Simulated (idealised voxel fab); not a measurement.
The document below concerns the process module designated voxel transistor to metal.
This is section cut - it's 215 nm across, gridded in 5 nm square cells.
Just so we're on the same page, the cross-sections are grids of square cells, and they're listed out in bands top to bottom, each band one or more rows deep.
It is stipulated that each band's entry specify, in nanometres, the height of the top of the band and then that of its bottom, followed by the materials of the band in left-to-right sequence, each together with its width in nanometres. A single material marked by the word "everywhere" is understood to fill the band from edge to edge; the word "empty" is understood to denote empty space.
A quick word on heights: they are counted from 0, and under that level the wafer as it came to us is one material throughout. The lowest band is different from the rest in having no bottom; it simply continues downward, written as in "0..down".
Width spec "30..40" -> top row of cells at first value, bottom row at second value, equal per-row change in between.
"remains unaltered", as given for a step, is the statement that not any cell of the cross-section underwent a change during that step.
Heads up: "Non-vented voids" only lists the empty pockets with no open path to the top that are 8 cells or more, and it writes them as width x height at distance, distance from the left edge, in nm.
Text after the settings on a step's line: the simulator's own remark on that step.
Regarding "overlay nm": on a step with a mask, it is the distance the mask lay to the right of its planned place; a negative value places it to the left.

The process steps that were planned are listed below:
1: RECEIVE with material Si
2: OXIDIZE with depth nm 5
3: CONFORMAL_DEP with material SiN, thk nm 15
4: PATTERN with tone cover, mask id ACTIVE, material resist, width nm 100, thk nm 20, overlay nm 0
5: DIRECTIONAL_ETCH with etch materials SiN, depth nm 15
6: DIRECTIONAL_ETCH with etch materials SiO2, depth nm 5
7: DIRECTIONAL_ETCH with etch materials Si, depth nm 20
8: STRIP with etch materials resist
9: FILL_DEP with material SiO2, thk nm 15
10: CMP with height nm 15
11: SELECTIVE_ETCH with etch materials SiO2, depth nm 10
12: STRIP with etch materials SiN
13: SELECTIVE_ETCH with etch materials SiO2, depth nm 5
14: OXIDIZE with depth nm 5
15: DIRECTIONAL_DEP with material polySi, thk nm 20
16: DIRECTIONAL_DEP with material SiCN, thk nm 10
17: PATTERN with tone cover, mask id GATE, material resist, width nm 20, thk nm 15, overlay nm 0
18: DIRECTIONAL_ETCH with etch materials SiCN, depth nm 20
19: DIRECTIONAL_ETCH with etch materials polySi, depth nm 30
20: STRIP with etch materials resist
21: CONFORMAL_DEP with material SiN, thk nm 5
22: DIRECTIONAL_ETCH with etch materials SiN, depth nm 5
23: DIRECTIONAL_ETCH with etch materials SiO2, depth nm 5
24: DIRECTIONAL_ETCH with etch materials Si, depth nm 5
25: EPI with material SiGe, thk nm 5
26: FILL_DEP with material SiO2, thk nm 10
27: CMP with height nm 25
28: DIRECTIONAL_DEP with material SiO2, thk nm 15
29: PATTERN with tone open, mask id CONTACT, material resist, width nm 30, pitch nm 60, thk nm 20, overlay nm 0
30: DIRECTIONAL_ETCH with etch materials SiO2, depth nm 50
31: STRIP with etch materials resist
32: CONFORMAL_DEP with material TiN, thk nm 5
33: FILL_DEP with material W, thk nm 5
34: CMP with height nm 40
35: DIRECTIONAL_DEP with material TiN, thk nm 5
36: DIRECTIONAL_DEP with material Ru, thk nm 20
37: PATTERN with tone cover, mask id METAL_1, material resist, width nm 15, pitch nm 75, thk nm 15, overlay nm 0
38: DIRECTIONAL_ETCH with etch materials Ru, depth nm 20
39: DIRECTIONAL_ETCH with etch materials TiN, depth nm 5
40: STRIP with etch materials resist
41: FILL_DEP with material lowk, thk nm 10
42: CMP with height nm 65
43: CONFORMAL_DEP with material SiN, thk nm 5

Cross-section of the wafer upon arrival, representing the state reached after step 1:
- 0..down  Si everywhere
- Non-vented voids: none

First of two wafers, end-of-module section, run followed plan:
- 70..65  SiN everywhere
- 65..45  lowk=60; Ru=15; lowk=60; Ru=15; lowk=65
- 45..40  lowk=60; TiN=15; lowk=60; TiN=15; lowk=65
- 40..25  SiO2=60; TiN=5; W=20; TiN=5; SiO2=30; TiN=5; W=20; TiN=5; SiO2=65
- 25..15  SiO2=60; TiN=5; W=20; TiN=5; SiN=5; SiCN=20; SiN=5; TiN=5; W=20; TiN=5; SiO2=65
- 15..0  SiO2=60; TiN=5; W=20; TiN=5; SiN=5; polySi=20; SiN=5; TiN=5; W=20; TiN=5; SiO2=65
- 0..-5  SiO2=50; SiN=5; SiO2=5; TiN=5; W=15; TiN=10; SiN=5; polySi=20; SiN=5; TiN=10; W=15; TiN=5; SiO2=5; SiN=5; SiO2=55
- -5..-10  SiO2=60; TiN=25; SiGe=5; SiO2=30; SiGe=5; TiN=25; SiO2=65
- -10..-15  SiO2=55; SiGe=35; Si=30; SiGe=35; SiO2=60
- -15..-25  SiO2=55; Si=100; SiO2=60
- -25..down  Si everywhere
- Non-vented voids: none

Now the second wafer, cross-sectioned at the end of the module. Nothing different at the start, nothing different in the plan compared with the first, just one mistake when it was actually run:
- 70..65  SiN everywhere
- 65..50  lowk=60; Ru=15; lowk=60; Ru=15; lowk=65
- 50..45  lowk=60; TiN=15; lowk=60; TiN=15; lowk=65
- 45..40  TiN=65; W=20; TiN=40; W=20; TiN=70
- 40..25  SiO2=60; TiN=5; W=20; TiN=5; SiO2=30; TiN=5; W=20; TiN=5; SiO2=65
- 25..15  SiO2=60; TiN=5; W=20; TiN=5; SiN=5; SiCN=20; SiN=5; TiN=5; W=20; TiN=5; SiO2=65
- 15..0  SiO2=60; TiN=5; W=20; TiN=5; SiN=5; polySi=20; SiN=5; TiN=5; W=20; TiN=5; SiO2=65
- 0..-5  SiO2=50; SiN=5; SiO2=5; TiN=5; W=15; TiN=10; SiN=5; polySi=20; SiN=5; TiN=10; W=15; TiN=5; SiO2=5; SiN=5; SiO2=55
- -5..-10  SiO2=60; TiN=25; SiGe=5; SiO2=30; SiGe=5; TiN=25; SiO2=65
- -10..-15  SiO2=55; SiGe=35; Si=30; SiGe=35; SiO2=60
- -15..-25  SiO2=55; Si=100; SiO2=60
- -25..down  Si everywhere
- Non-vented voids: none
Deviation from plan: so step 34 ended up running with a different setting than we planned, it ran as CMP with height nm 45
Bottom line after processing is that, in cells, the second wafer is up or down on some materials versus the first: 6 fewer of Ru; 35 more of TiN; 8 more of W; 37 fewer of lowk
